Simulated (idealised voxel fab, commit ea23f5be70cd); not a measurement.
Proc. module: voxel trench capacitor
Cross-section cut: width 240 nm, square cells of 5 nm.
Reading order for cross-sections: top band down to bottom band. Underlying form: a grid of square cells. Band size: one or more rows of cells. Basically the band line says how high the top is and how high the bottom is, in nm, and then what's in it from left to right, every material with its width in nm. Empty space shows up as "air", and if a single material carries "all across" it runs the full band edge to edge. Height datum 0, below which the as-received substrate wafer is one material. Lowest band open at the bottom, running downward: "0 and below". Per-row width for "30->40": begins at first number (top row of band), ends at second number (bottom row), increment between rows held constant. "no change" for a step: no cell of the cross-section changed in that step. Any empty space of 8 cells or more lacking an open way to the top shows up in "Tabulated closed voids" as width x height at distance, distance from the left edge, in nm. Formally, on a step line, whatever follows the settings is a remark that the simulator itself makes on the step. overlay nm, on a step with a mask: how far to the right of its planned place the mask lay; to the left if negative.

These are the steps we planned for the process
1) op RECEIVE | material Si
2) op CONFORMAL_DEP | material SiN | thk nm 10
3) op PATTERN | tone open | mask id TRENCH | material resist | width nm 15 | pitch nm 50 | thk nm 15 | overlay nm 0
4) op DIRECTIONAL_ETCH | etch materials SiN | depth nm 10
5) op DIRECTIONAL_ETCH | etch materials Si | depth nm 40
6) op STRIP | etch materials resist
7) op CONFORMAL_DEP | material HfO2 | thk nm 5
8) op CONFORMAL_DEP | material TiN | thk nm 5
9) op FILL_DEP | material W | thk nm 5
10) op CMP | height nm 10
The width nm used in step 3 is not the same on every wafer, whereas the starting condition is; the value printed in the plan is the first wafer's.

Sectional view: first of several wafers, as received, after step 1
    0 and below: Si all across
    Tabulated closed voids: none

First of several wafers, sectioned at end of module (last step: step 10)
    10 down to 0: SiN: 60; HfO2: 5; TiN: 5; HfO2: 5; SiN: 35; HfO2: 5; TiN: 5; HfO2: 5; SiN: 35; HfO2: 5; TiN: 5; HfO2: 5; SiN: 65
    0 down to -35: Si: 60; HfO2: 5; TiN: 5; HfO2: 5; Si: 35; HfO2: 5; TiN: 5; HfO2: 5; Si: 35; HfO2: 5; TiN: 5; HfO2: 5; Si: 65
    -35 down to -40: Si: 60; HfO2: 15; Si: 35; HfO2: 15; Si: 35; HfO2: 15; Si: 65
    -40 and below: Si all across
    Tabulated closed voids: none

Showing the last wafer in cross-section at the end of the module
    10 down to 0: SiN: 50; HfO2: 5; TiN: 5; W: 15; TiN: 5; HfO2: 5; SiN: 15; HfO2: 5; TiN: 5; W: 15; TiN: 5; HfO2: 5; SiN: 15; HfO2: 5; TiN: 5; W: 15; TiN: 5; HfO2: 5; SiN: 55
    0 down to -30: Si: 50; HfO2: 5; TiN: 5; W: 15; TiN: 5; HfO2: 5; Si: 15; HfO2: 5; TiN: 5; W: 15; TiN: 5; HfO2: 5; Si: 15; HfO2: 5; TiN: 5; W: 15; TiN: 5; HfO2: 5; Si: 55
    -30 down to -35: Si: 50; HfO2: 5; TiN: 25; HfO2: 5; Si: 15; HfO2: 5; TiN: 25; HfO2: 5; Si: 15; HfO2: 5; TiN: 25; HfO2: 5; Si: 55
    -35 down to -40: Si: 50; HfO2: 35; Si: 15; HfO2: 35; Si: 15; HfO2: 35; Si: 55
    -40 and below: Si all across
    Tabulated closed voids: none

Below: a row per wafer. Contents at end of module: for every material, cells gained since receipt (+) or lost since receipt (-); then closed voids
width nm 15; +63 HfO2; -72 Si; +78 SiN; +27 TiN; Tabulated closed voids: none
width nm 20; +66 HfO2; -96 Si; +72 SiN; +54 TiN; Tabulated closed voids: none
width nm 25; +69 HfO2; -120 Si; +66 SiN; +57 TiN; +24 W; Tabulated closed voids: none
width nm 30; +72 HfO2; -144 Si; +60 SiN; +60 TiN; +48 W; Tabulated closed voids: none
width nm 35; +75 HfO2; -168 Si; +54 SiN; +63 TiN; +72 W; Tabulated closed voids: none
